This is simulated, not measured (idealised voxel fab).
Process module in this document: voxel capacitor over wiring
Square cells of 5 nm make up the cross-section cut, whose width is 245 nm.
Think of the cross-section as a grid of square cells. We describe it in bands, top to bottom, and each band covers one or more rows of those cells.
Within each band entry, the heights of the top and of the bottom of the band appear first, in that order and in nm; the materials of the band then follow from left to right, each with its corresponding width in nm. The designation "edge to edge" on a single material indicates that it fills the band from edge to edge; the designation "air" indicates empty space.
Below 0: as-received wafer, all one material; heights counted from there. Lowest band: no bottom, goes on down, written "from 0 down".
Note: "30..40" means the width goes from the first number (top row of the band) to the second number (bottom row) in equal steps per row of cells.
You'll sometimes find "no alteration" written for a step, and that's the way of saying that nowhere in the cross-section did a cell change during that step.
"Fully enclosed voids": empty spaces of 8 cells or more with no open way to the top, each given as width x height at distance, distance from the left edge, all in nm.
That trailing text on a step's line, after the settings, is the simulator's own remark on the step.
You can add "overlay nm" to a step's line. For a step with a mask, it describes how far the mask lay to the right of its planned position, and a negative number describes a lay to the left.

So here's the lineup of process steps we planned:
1 RECEIVE with material Si
2 CONFORMAL_DEP with material SiO2, thk nm 15
3 CONFORMAL_DEP with material SiN, thk nm 5
4 DIRECTIONAL_DEP with material SiO2, thk nm 25
5 DIRECTIONAL_DEP with material aC, thk nm 10
6 PATTERN with tone open, mask id METAL_1, material resist, width nm 30, pitch nm 95, thk nm 30, overlay nm 0
7 DIRECTIONAL_ETCH with etch materials aC, depth nm 10
8 STRIP with etch materials resist
9 DIRECTIONAL_ETCH with etch materials SiO2, depth nm 25
10 DIRECTIONAL_ETCH with etch materials SiN, depth nm 5
11 STRIP with etch materials aC
12 CONFORMAL_DEP with material TiN, thk nm 5
13 FILL_DEP with material Cu, thk nm 10
14 CMP with height nm 45
15 CONFORMAL_DEP with material SiCN, thk nm 5
16 DIRECTIONAL_DEP with material SiO2, thk nm 15
17 PATTERN with tone open, mask id PLUG_1, material resist, width nm 15, thk nm 20, overlay nm 0
18 DIRECTIONAL_ETCH with etch materials SiO2, depth nm 15
19 DIRECTIONAL_ETCH with etch materials SiCN, depth nm 5
20 STRIP with etch materials resist
21 CONFORMAL_DEP with material TiN, thk nm 5
22 FILL_DEP with material Cu, thk nm 10
23 CMP with height nm 65
24 DIRECTIONAL_DEP with material TiN, thk nm 10
25 DIRECTIONAL_DEP with material HfO2, thk nm 5
26 DIRECTIONAL_DEP with material TiN, thk nm 5
27 PATTERN with tone cover, mask id UPPER_PLATE, material resist, width nm 70, thk nm 15, overlay nm 0
28 DIRECTIONAL_ETCH with etch materials TiN, depth nm 5
29 DIRECTIONAL_ETCH with etch materials HfO2, depth nm 5
30 STRIP with etch materials resist
31 DIRECTIONAL_DEP with material aC, thk nm 10
32 PATTERN with tone cover, mask id LOWER_PLATE, material resist, width nm 80, thk nm 30, overlay nm 0
33 DIRECTIONAL_ETCH with etch materials aC, depth nm 10
34 STRIP with etch materials resist
35 DIRECTIONAL_ETCH with etch materials TiN, depth nm 10
36 STRIP with etch materials aC
37 FILL_DEP with material SiO2, thk nm 15
38 CMP with height nm 95
39 DIRECTIONAL_DEP with material aC, thk nm 15
40 PATTERN with tone open, mask id PLUG_2, material resist, width nm 15, thk nm 35, overlay nm 0
41 DIRECTIONAL_ETCH with etch materials aC, depth nm 15
42 STRIP with etch materials resist
43 DIRECTIONAL_ETCH with etch materials SiO2, depth nm 10
44 STRIP with etch materials aC
45 CONFORMAL_DEP with material TiN, thk nm 5
46 FILL_DEP with material W, thk nm 10
47 CMP with height nm 95
48 CONFORMAL_DEP with material SiN, thk nm 5

Wafer as received: cross-section following step 1:
from 0 down: Si edge to edge
Fully enclosed voids: none

First of two wafers, end-of-module section, run followed plan:
from 100 to 95: SiN edge to edge
from 95 to 90: SiO2=85; TiN=5; W=5; TiN=5; SiO2=145
from 90 to 80: SiO2=85..75; TiN=15..70; SiO2=145..100
from 80 to 75: SiO2=75; HfO2=70; SiO2=100
from 75 to 65: SiO2=70; TiN=80; SiO2=95
from 65 to 50: SiO2=75; TiN=5; Cu=5; TiN=5; SiO2=155
from 50 to 45: SiCN=75; TiN=15; SiCN=155
from 45 to 20: SiO2=60; TiN=5; Cu=20; TiN=5; SiO2=65; TiN=5; Cu=20; TiN=5; SiO2=60
from 20 to 15: SiN=60; TiN=30; SiN=65; TiN=30; SiN=60
from 15 to 0: SiO2 edge to edge
from 0 down: Si edge to edge
Fully enclosed voids: none

Second wafer at the end: like start, like plan, one mistake:
from 100 to 95: SiN edge to edge
from 95 to 90: SiO2=85; TiN=5; W=5; TiN=5; SiO2=145
from 90 to 80: SiO2=85..75; TiN=15..70; SiO2=145..100
from 80 to 75: SiO2=75; HfO2=70; SiO2=100
from 75 to 65: SiO2=70; TiN=80; SiO2=95
from 65 to 50: SiO2=75; TiN=5; Cu=5; TiN=5; SiO2=155
from 50 to 45: SiCN=75; TiN=15; SiCN=155
from 45 to 40: SiN=60; TiN=30; SiN=65; TiN=30; SiN=60
from 40 to 0: SiO2 edge to edge
from 0 down: Si edge to edge
Fully enclosed voids: none
What went wrong in running the wafer? step 3 ran in the slot meant for step 4, and vice versa
Looking at both finished wafers in cells, the second ends up ahead of or behind the first on some materials: -40 Cu | +60 SiO2 | -20 TiN
